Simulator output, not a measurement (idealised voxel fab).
Process module under the name voxel plated lines
Pictured: cross-section cut, 235 nm wide, on a grid of 5 nm square cells.
Format of a cross-section: grid, square cells. Given as bands. Order: top down. Band: one or more rows of cells. Top height, bottom height, nm. Materials left to right, width each, nm. Single material + "throughout" = fills band edge to edge. "empty" = empty. For the purposes of this specification, 0 denotes the height below which the wafer in its as-received condition is composed wholly of one material, and the lowermost band, lacking a lower limit, extends downward without end, as expressed in "0 and below". Width spec "30 to 40" -> top row of cells at first value, bottom row at second value, equal per-row change in between. "no modifications" (step): cross-section cells unchanged, all of them. Basically, "Enclosed empty spaces" tells you about the enclosed voids: empty spaces with no open way to the top, 8 cells or bigger, each written width x height at distance, where distance is from the left edge, all in nm. Heads up: the bit after the settings on a step's line is the simulator's remark on that step. A step's line can hold "overlay nm"; with a mask on that step, the setting says how far right of the planned place the mask lay, while a negative setting says it lay to the left.

[Process steps (planned)]
- 1: RECEIVE: material Si
- 2: CONFORMAL_DEP: material SiO2, thk nm 15
- 3: DIRECTIONAL_DEP: material TiN, thk nm 5
- 4: PATTERN: tone open, mask id LINES, material resist, width nm 15, pitch nm 35, thk nm 35, overlay nm -15
- 5: EPI: material Ru, thk nm 5
- 6: EPI: material Ru, thk nm 10
- 7: EPI: material Ru, thk nm 5
- 8: STRIP: etch materials resist
- 9: DIRECTIONAL_ETCH: etch materials TiN, depth nm 5
- 10: CONFORMAL_DEP: material SiN, thk nm 5
Split variable: overlay nm, step 4. Plan value = first wafer. Wafers start alike.

[Received wafers, first of several: cross-section after step 1]
> 0 and below = Si throughout
> Enclosed empty spaces: none

[Take a look at the first of several wafers in cross-section: the module is done, and step 10 was its last step]
> 45 down to 40 = 70 of empty | 25 of SiN | 10 of empty | 25 of SiN | 105 of empty
> 40 down to 20 = 70 of empty | 5 of SiN | 15 of Ru | 5 of SiN | 10 of empty | 5 of SiN | 15 of Ru | 5 of SiN | 105 of empty
> 20 down to 15 = 75 of SiN | 15 of TiN | 20 of SiN | 15 of TiN | 110 of SiN
> 15 down to 0 = SiO2 throughout
> 0 and below = Si throughout
> Enclosed empty spaces: none

[The module's end: a cross-section of the last wafer]
> 45 down to 40 = 100 of empty | 25 of SiN | 10 of empty | 25 of SiN | 75 of empty
> 40 down to 20 = 100 of empty | 5 of SiN | 15 of Ru | 5 of SiN | 10 of empty | 5 of SiN | 15 of Ru | 5 of SiN | 75 of empty
> 20 down to 15 = 105 of SiN | 15 of TiN | 20 of SiN | 15 of TiN | 80 of SiN
> 15 down to 0 = SiO2 throughout
> 0 and below = Si throughout
> Enclosed empty spaces: none

[Below is a per-wafer table. In it, each row describes the wafer at the end of the module by giving, for each material, the number of cells gained (+) or lost (-) since the wafer was received, and after that the closed voids of the wafer]
overlay nm -15 | +24 Ru | +67 SiN | +141 SiO2 | +6 TiN | Enclosed empty spaces: none
overlay nm -10 | +24 Ru | +67 SiN | +141 SiO2 | +6 TiN | Enclosed empty spaces: none
overlay nm -5 | +24 Ru | +67 SiN | +141 SiO2 | +6 TiN | Enclosed empty spaces: none
overlay nm 0 | +24 Ru | +67 SiN | +141 SiO2 | +6 TiN | Enclosed empty spaces: none
overlay nm 5 | +24 Ru | +67 SiN | +141 SiO2 | +6 TiN | Enclosed empty spaces: none
overlay nm 10 | +24 Ru | +67 SiN | +141 SiO2 | +6 TiN | Enclosed empty spaces: none
overlay nm 15 | +24 Ru | +67 SiN | +141 SiO2 | +6 TiN | Enclosed empty spaces: none
